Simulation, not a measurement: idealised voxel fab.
process module | voxel transistor to metal
Section shown: cut. Width: 210 nm. Cell size: 5 nm, square.
Just so we're on the same page, the cross-sections are grids of square cells, and they're listed out in bands top to bottom, each band one or more rows deep.
Band: top and bottom heights (nm) first, top before bottom; then materials from left to right, widths in nm. "full width" marks a sole material filling the band edge to edge. "air" denotes empty space.
Counting heights begins at 0, where everything beneath is, in the wafer as received, one material. The lowest band has no bottom; it goes on downwards, as "z 0 and below" shows.
A width given as "30..40" starts at the first number in the band's top row and ends at the second number in its bottom row, shifting by an equal amount at every step from row to row.
Any step labelled "nothing got changed" changed none of the cells in the cross-section.
Each empty space that has no open way to the top and spans at least 8 cells appears under "Unvented internal voids" as width x height at distance, the distance counted from the left edge, all in nm.
On each step's line, the part that comes after the settings is the simulator's own comment on the step.
"overlay nm" answers the question of how far to the right of plan the mask lay on a step that has a mask, and when it is negative the answer is to the left.

**Here's what the planned process steps look like**
1. RECEIVE,material Si
2. OXIDIZE,depth nm 5
3. CONFORMAL_DEP,material SiN,thk nm 10
4. PATTERN,tone cover,mask id ACTIVE,material resist,width nm 95,thk nm 15,overlay nm 0
5. DIRECTIONAL_ETCH,etch materials SiN,depth nm 10
6. DIRECTIONAL_ETCH,etch materials SiO2,depth nm 5
7. DIRECTIONAL_ETCH,etch materials Si,depth nm 35
8. STRIP,etch materials resist
9. OXIDIZE,depth nm 5
10. FILL_DEP,material SiO2,thk nm 5
11. CMP,height nm 10
12. SELECTIVE_ETCH,etch materials SiO2,depth nm 10
13. STRIP,etch materials SiN
14. SELECTIVE_ETCH,etch materials SiO2,depth nm 5
15. OXIDIZE,depth nm 5
16. DIRECTIONAL_DEP,material polySi,thk nm 25
17. DIRECTIONAL_DEP,material SiCN,thk nm 10
18. MASKED_ETCH,tone cover,mask id GATE,width nm 15,etch materials SiCN,depth nm 20,overlay nm 0
19. MASKED_ETCH,tone cover,mask id GATE,width nm 15,etch materials polySi,depth nm 35,overlay nm 0
20. CONFORMAL_DEP,material SiN,thk nm 10
21. DIRECTIONAL_ETCH,etch materials SiN,depth nm 10
22. DIRECTIONAL_ETCH,etch materials SiO2,depth nm 5
23. DIRECTIONAL_ETCH,etch materials Si,depth nm 10
24. EPI,material nSi,thk nm 15
25. FILL_DEP,material SiO2,thk nm 5
26. CMP,height nm 30
27. DIRECTIONAL_DEP,material SiO2,thk nm 15
28. MASKED_ETCH,tone open,mask id CONTACT,width nm 15,pitch nm 60,etch materials SiO2,depth nm 50,overlay nm 0
29. CONFORMAL_DEP,material TiN,thk nm 5
30. FILL_DEP,material W,thk nm 10
31. CMP,height nm 45
32. DIRECTIONAL_DEP,material TiN,thk nm 5
33. DIRECTIONAL_DEP,material W,thk nm 25
34. PATTERN,tone cover,mask id METAL_1,material resist,width nm 15,pitch nm 60,thk nm 15,overlay nm 0
35. DIRECTIONAL_ETCH,etch materials W,depth nm 25
36. DIRECTIONAL_ETCH,etch materials TiN,depth nm 5
37. STRIP,etch materials resist
38. FILL_DEP,material lowk,thk nm 10
39. CMP,height nm 75
40. CONFORMAL_DEP,material SiN,thk nm 5

**Cross-section: wafer on arrival = after step 1**
z 0 and below | Si full width
Unvented internal voids: none

**Result of the module, cross-sectioned: start per above, plan per above, one error in how it was run**
z 80 to 75 | SiN full width
z 75 to 65 | 65 of lowk, 15 of W, 45 of lowk, 15 of W, 70 of lowk
z 65 to 60 | 65 of lowk, 15 of TiN, 45 of lowk, 15 of TiN, 70 of lowk
z 60 to 50 | W full width
z 50 to 45 | 70 of TiN, 5 of W, 55 of TiN, 5 of W, 75 of TiN
z 45 to 30 | 65 of SiO2, 5 of TiN, 5 of W, 5 of TiN, 45 of SiO2, 5 of TiN, 5 of W, 5 of TiN, 70 of SiO2
z 30 to 20 | 65 of SiO2, 5 of TiN, 5 of W, 5 of TiN, 5 of SiO2, 10 of SiN, 15 of SiCN, 10 of SiN, 5 of SiO2, 5 of TiN, 5 of W, 5 of TiN, 70 of SiO2
z 20 to 10 | 65 of SiO2, 5 of TiN, 5 of W, 5 of TiN, 5 of SiO2, 10 of SiN, 15 of polySi, 10 of SiN, 5 of SiO2, 5 of TiN, 5 of W, 5 of TiN, 70 of SiO2
z 10 to 5 | 65 of SiO2, 15 of TiN, 5 of SiO2, 10 of SiN, 15 of polySi, 10 of SiN, 5 of SiO2, 15 of TiN, 70 of SiO2
z 5 to -5 | 65 of SiO2, 5 of TiN, 15 of nSi, 10 of SiN, 15 of polySi, 10 of SiN, 15 of nSi, 5 of TiN, 70 of SiO2
z -5 to -10 | 55 of SiO2, 30 of nSi, 35 of SiO2, 30 of nSi, 60 of SiO2
z -10 to -20 | 60 of SiO2, 25 of nSi, 35 of Si, 25 of nSi, 65 of SiO2
z -20 to -45 | 60 of SiO2, 85 of Si, 65 of SiO2
z -45 and below | Si full width
Unvented internal voids: none
It is concluded that the wafer was processed incorrectly with respect to the plan, in that plan step 31: skipped, not run
